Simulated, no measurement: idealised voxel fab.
Module name: voxel released beams (process module)
Square cell edge 5 nm, section width 160 nm, ID cut.
Each cross-section below is a grid of square cells, stated as bands in top-down order, with one or more rows of cells making up each band.
Read a band's entry like this: the first values are the height of its top and the height of its bottom in nm, and what follows is the sequence of materials from left to right, each with its width in nm. Note that "air" is empty space, and that a single material marked "all across" reaches across the band from edge to edge.
Basically, 0 is our baseline, since under it the wafer straight out of the box is all one material. The bottom band has no lower end and keeps on going down, so it looks like "0 down".
Graded width ("30->40"): value in top row of band = first number; value in bottom row = second number; row-to-row change constant.
No cell of the cross-section changed in a step that is given as "no alterations made".
"Fully closed voids" contains a list of empty spaces, each no smaller than 8 cells and without an open way to the top, written in the form width x height at distance with the distance from the left edge and all three in nm.
Read whatever lies past the settings on a step's line as the simulator's own remark about the step.
overlay nm, on a step with a mask: how far to the right of its planned place the mask lay; to the left if negative
-- Planned step list for the process
1,RECEIVE [material Si]
2,CONFORMAL_DEP [material Al2O3] [thk nm 10]
3,DIRECTIONAL_DEP [material SiO2] [thk nm 20]
4,DIRECTIONAL_DEP [material aC] [thk nm 15]
5,PATTERN [tone open] [mask id ANCHOR] [material resist] [width nm 25] [thk nm 30] [overlay nm 0]
6,DIRECTIONAL_ETCH [etch materials aC] [depth nm 15]
7,STRIP [etch materials resist]
8,DIRECTIONAL_ETCH [etch materials SiO2] [depth nm 20]
9,STRIP [etch materials aC]
10,CONFORMAL_DEP [material W] [thk nm 10]
11,PATTERN [tone cover] [mask id BEAM] [material resist] [width nm 80] [thk nm 20] [overlay nm 0]
12,DIRECTIONAL_ETCH [etch materials W] [depth nm 10]
13,STRIP [etch materials resist]
14,STRIP [etch materials SiO2]
-- Cross-section of the wafer upon arrival, representing the state reached after step 1
- 0 down = Si all across
- Fully closed voids: none
-- Here's the cross-section of the first of our two wafers at the end of the module - it ran as planned
- 40 to 30 = air 35 nm; W 15 nm; air 5 nm; W 60 nm; air 45 nm
- 30 to 20 = air 40 nm; W 10 nm; air 5 nm; W 10 nm; air 95 nm
- 20 to 10 = air 40 nm; W 25 nm; air 95 nm
- 10 to 0 = Al2O3 all across
- 0 down = Si all across
- Fully closed voids: none
-- Cross-section, second wafer: same start as the first, same plan as the first, one mistake in running it; taken at the end of the module
- 40 to 30 = air 35 nm; W 80 nm; air 45 nm
- 30 to 0 = Al2O3 all across
- 0 down = Si all across
- Fully closed voids: none
Misprocessing identified: step 3 did not happen as planned, as run it was DIRECTIONAL_DEP [material Al2O3] [thk nm 20]
At the finish, the second wafer shows more or fewer cells for some materials than the first does: 128 more of Al2O3 | 16 fewer of W
